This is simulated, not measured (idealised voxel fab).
Process module in this document: voxel self aligned contacts
300 nm wide, 5 nm square cells: that's cross-section cut.
Square cells in a grid make up a cross-section in this document, and the grid is given as bands, listed from the top down, each one or more rows of cells. Band: top and bottom heights (nm) first, top before bottom; then materials from left to right, widths in nm. "throughout" marks a sole material filling the band edge to edge. "air" denotes empty space. Height is counted from the level 0, under which the received wafer is composed throughout of one material. The lowest of the bands is not closed at the bottom but continues downward, in the notation "top 0, no bottom". With a width like "30->40", each row of cells in the band differs from the next by the same amount, the top row carrying the first number and the bottom row the second. Basically "nothing changed" means that step didn't change any cell in the cross-section. For the entry "Closed void roster", the listed items are empty spaces with no open way to the top whose size is 8 cells or more; each item follows the pattern width x height at distance, where distance is from the left edge and all three are in nm. Heads up: the bit after the settings on a step's line is the simulator's remark on that step. When a step includes a mask, the "overlay nm" setting on its line states how far to the right of its planned place that mask lay, and negative values state how far to the left.
**Below is the list of planned process steps**
1 RECEIVE, material Si
2 CONFORMAL_DEP, material SiO2, thk nm 5
3 DIRECTIONAL_DEP, material polySi, thk nm 20
4 DIRECTIONAL_DEP, material SiN, thk nm 25
5 MASKED_ETCH, tone cover, mask id GATE, width nm 20, pitch nm 75, etch materials SiN, depth nm 25, overlay nm 0
6 MASKED_ETCH, tone cover, mask id GATE, width nm 30, pitch nm 75, etch materials polySi, depth nm 20, overlay nm 0
7 CONFORMAL_DEP, material SiN, thk nm 10
8 DIRECTIONAL_ETCH, etch materials SiN, depth nm 10
9 FILL_DEP, material SiO2, thk nm 15
10 CMP, height nm 60
11 DIRECTIONAL_DEP, material aC, thk nm 15
12 PATTERN, tone open, mask id CONTACT, material resist, width nm 55, thk nm 30, overlay nm 0
13 DIRECTIONAL_ETCH, etch materials aC, depth nm 15
14 STRIP, etch materials resist
15 DIRECTIONAL_ETCH, etch materials SiO2, depth nm 60
16 STRIP, etch materials aC
17 CONFORMAL_DEP, material TiN, thk nm 5
18 FILL_DEP, material W, thk nm 10
19 CMP, height nm 60
20 CONFORMAL_DEP, material SiN, thk nm 5
The wafers in this document start out alike and differ in the width nm applied at step 5; the plan shows the value used for the first wafer.
**first wafer as received, after step 1**
> top 0, no bottom: Si throughout
> Closed void roster: none
**The table below has one row for each wafer; a row shows, as of the end of the module, how many cells of each material the wafer has gained, marked (+), or lost, marked (-), since it was received, and then the wafer's closed voids**
width nm 20; +172 SiN; +478 SiO2; +33 TiN; +49 W; +48 polySi; Closed void roster: none
width nm 25; +182 SiN; +473 SiO2; +33 TiN; +44 W; +48 polySi; Closed void roster: none
width nm 30; +192 SiN; +468 SiO2; +33 TiN; +39 W; +48 polySi; Closed void roster: none
width nm 35; +202 SiN; +460 SiO2; +33 TiN; +29 W; +56 polySi; Closed void roster: none
width nm 40; +212 SiN; +452 SiO2; +33 TiN; +19 W; +64 polySi; Closed void roster: none
width nm 45; +222 SiN; +444 SiO2; +33 TiN; +9 W; +72 polySi; Closed void roster: none
